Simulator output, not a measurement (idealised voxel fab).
voxel air gaps: a process module
Each square cell in cross-section cut measures 5 nm, and the section as a whole is 265 nm wide.
Cross-sections here: square-cell grids, written as top-down lists of bands, a band being one or more rows of cells. Band entry format. Leading values: height of top, height of bottom, nm. Remainder: materials in left-to-right order, each with its width in nm. Special words: "all across" on a single material, which then fills the band edge to edge; "blank", empty space. Heads up on the height convention: 0 is the point under which the incoming wafer is all one material, and the lowest band has no bottom, it just keeps going down, like "0..down". Note: "30..40" means the width goes from the first number (top row of the band) to the second number (bottom row) in equal steps per row of cells. When a step is marked "nothing got changed", none of the cells in the cross-section changed during that step. "Voids lacking openings": empty spaces of 8 cells or more with no open way to the top, each given as width x height at distance, distance from the left edge, all in nm. Whatever follows a step's settings on its line is a remark the simulator itself makes about that step. Among the settings permitted on a step's line is "overlay nm"; applied to a step with a mask, it specifies the extent to which the mask lay to the right of its planned position, whereas a negative figure signifies a position to the left.
STEPS IN THE PROCESS PLAN
1,RECEIVE,material Si
2,CONFORMAL_DEP,material SiO2,thk nm 15
3,CONFORMAL_DEP,material SiCN,thk nm 5
4,DIRECTIONAL_DEP,material lowk,thk nm 35
5,MASKED_ETCH,tone open,mask id LINES,width nm 20,pitch nm 50,etch materials lowk,depth nm 35,overlay nm 0
6,CONFORMAL_DEP,material TiN,thk nm 5
7,FILL_DEP,material Ru,thk nm 5
8,CMP,height nm 55
9,EPI,material Ru,thk nm 10
10,SELECTIVE_ETCH,etch materials lowk,depth nm 45
11,CONFORMAL_DEP,material SiCN,thk nm 5
CROSS-SECTION: WAFER ON ARRIVAL = AFTER STEP 1
- 0..down: Si all across
- Voids lacking openings: none
ONE MISTAKE IN RUNNING THE MODULE, OTHERWISE START AND PLAN AS ABOVE: CROSS-SECTION AT THE END
- 70..65: blank (60), SiCN (150), blank (55)
- 65..55: blank (60), SiCN (5), Ru (40), SiCN (10), Ru (40), SiCN (10), Ru (40), SiCN (5), blank (55)
- 55..50: blank (60), SiCN (15), TiN (5), Ru (10), TiN (5), SiCN (30), TiN (5), Ru (10), TiN (5), SiCN (30), TiN (5), Ru (10), TiN (5), SiCN (15), blank (55)
- 50..25: blank (70), SiCN (5), TiN (5), Ru (10), TiN (5), SiCN (5), blank (20), SiCN (5), TiN (5), Ru (10), TiN (5), SiCN (5), blank (20), SiCN (5), TiN (5), Ru (10), TiN (5), SiCN (5), blank (65)
- 25..20: SiCN (75), TiN (20), SiCN (30), TiN (20), SiCN (30), TiN (20), SiCN (70)
- 20..15: SiCN all across
- 15..0: SiO2 all across
- 0..down: Si all across
- Voids lacking openings: 20 x 25 at 100; 20 x 25 at 150
The plan and the run diverged here: off-plan run, step 5, actual operation and settings MASKED_ETCH,tone open,mask id LINES,width nm 20,pitch nm 50,etch materials lowk,depth nm 35,overlay nm 5
